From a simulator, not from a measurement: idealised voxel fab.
The following is a process module called voxel wiring stack.
We display cut, a cross-section 190 nm in width whose square cells are each 5 nm.
Think of the cross-section as a grid of square cells. We describe it in bands, top to bottom, and each band covers one or more rows of those cells. What a band's entry tells you: where the top is and where the bottom is, as heights in nm, and after that what lies inside, material by material from left to right, each with its width in nm. Empty space is written as the word "air", and a single material marked with the word "everywhere" occupies the band from edge to edge. Heights are expressed relative to 0, this being the level below which the as-received wafer comprises one material exclusively. The lowest band is unbounded in the downward direction and is denoted as in "0..down". So if you see something like "30..40" for the width, read it as the top row of the band sitting at the first number and the bottom row at the second, with every row in between moving by the same amount as the last. "no alteration", as given for a step, is the statement that not any cell of the cross-section underwent a change during that step. "Enclosed void entries" specifies each empty space that is not open to the top and that occupies no fewer than 8 cells, using the form width x height at distance, the distance measured from the left edge and all three quantities in nm. Formally, on a step line, whatever follows the settings is a remark that the simulator itself makes on the step. When a step includes a mask, the "overlay nm" setting on its line states how far to the right of its planned place that mask lay, and negative values state how far to the left.
## Process steps foreseen in the plan
1) RECEIVE with material Si
2) CONFORMAL_DEP with material SiO2, thk nm 15
3) CONFORMAL_DEP with material SiN, thk nm 5
4) DIRECTIONAL_DEP with material lowk, thk nm 20
5) PATTERN with tone open, mask id METAL_1, material resist, width nm 25, pitch nm 45, thk nm 15, overlay nm 0
6) DIRECTIONAL_ETCH with etch materials lowk, depth nm 20
7) DIRECTIONAL_ETCH with etch materials SiN, depth nm 5
8) STRIP with etch materials resist
9) CONFORMAL_DEP with material TiN, thk nm 5
10) FILL_DEP with material Cu, thk nm 10
11) CMP with height nm 40
12) CONFORMAL_DEP with material SiCN, thk nm 5
13) DIRECTIONAL_DEP with material lowk, thk nm 10
14) PATTERN with tone open, mask id PLUG_1, material resist, width nm 15, pitch nm 90, thk nm 20, overlay nm 0
15) DIRECTIONAL_ETCH with etch materials lowk, depth nm 5
16) DIRECTIONAL_ETCH with etch materials SiCN, depth nm 5
17) STRIP with etch materials resist
18) CONFORMAL_DEP with material TiN, thk nm 5
19) FILL_DEP with material W, thk nm 5
20) CMP with height nm 55
21) CONFORMAL_DEP with material SiN, thk nm 5
22) DIRECTIONAL_DEP with material lowk, thk nm 20
23) MASKED_ETCH with tone open, mask id METAL_2, width nm 25, pitch nm 45, etch materials lowk, depth nm 20, overlay nm 0
24) MASKED_ETCH with tone open, mask id METAL_2, width nm 25, pitch nm 45, etch materials SiN, depth nm 5, overlay nm 0
25) CONFORMAL_DEP with material TiN, thk nm 5
26) FILL_DEP with material Cu, thk nm 10
27) CMP with height nm 80
28) EPI with material Ru, thk nm 5
29) FILL_DEP with material SiCN, thk nm 5
Every wafer here starts from the same state; it is the step 15 depth nm that distinguishes them, and the value the plan gives belongs to the first wafer.
## As-received state after step 1, first of several wafers, cross-section
- 0..down | Si everywhere
- Enclosed void entries: none
## Every row in this table is a wafer at the end of the module, and it gives, for each of the materials, the cells that wafer has gained (+) or lost (-) since it was received, then its closed voids
depth nm 5, +96 Cu, +28 Ru, +86 SiCN, +36 SiN, +114 SiO2, +110 TiN, +214 lowk, Enclosed void entries: none
depth nm 10, +96 Cu, +28 Ru, +80 SiCN, +36 SiN, +114 SiO2, +118 TiN, +4 W, +208 lowk, Enclosed void entries: none
depth nm 15, +96 Cu, +28 Ru, +80 SiCN, +36 SiN, +114 SiO2, +118 TiN, +4 W, +208 lowk, Enclosed void entries: none
depth nm 20, +96 Cu, +28 Ru, +80 SiCN, +36 SiN, +114 SiO2, +118 TiN, +4 W, +208 lowk, Enclosed void entries: none
depth nm 25, +96 Cu, +28 Ru, +80 SiCN, +36 SiN, +114 SiO2, +118 TiN, +4 W, +208 lowk, Enclosed void entries: none
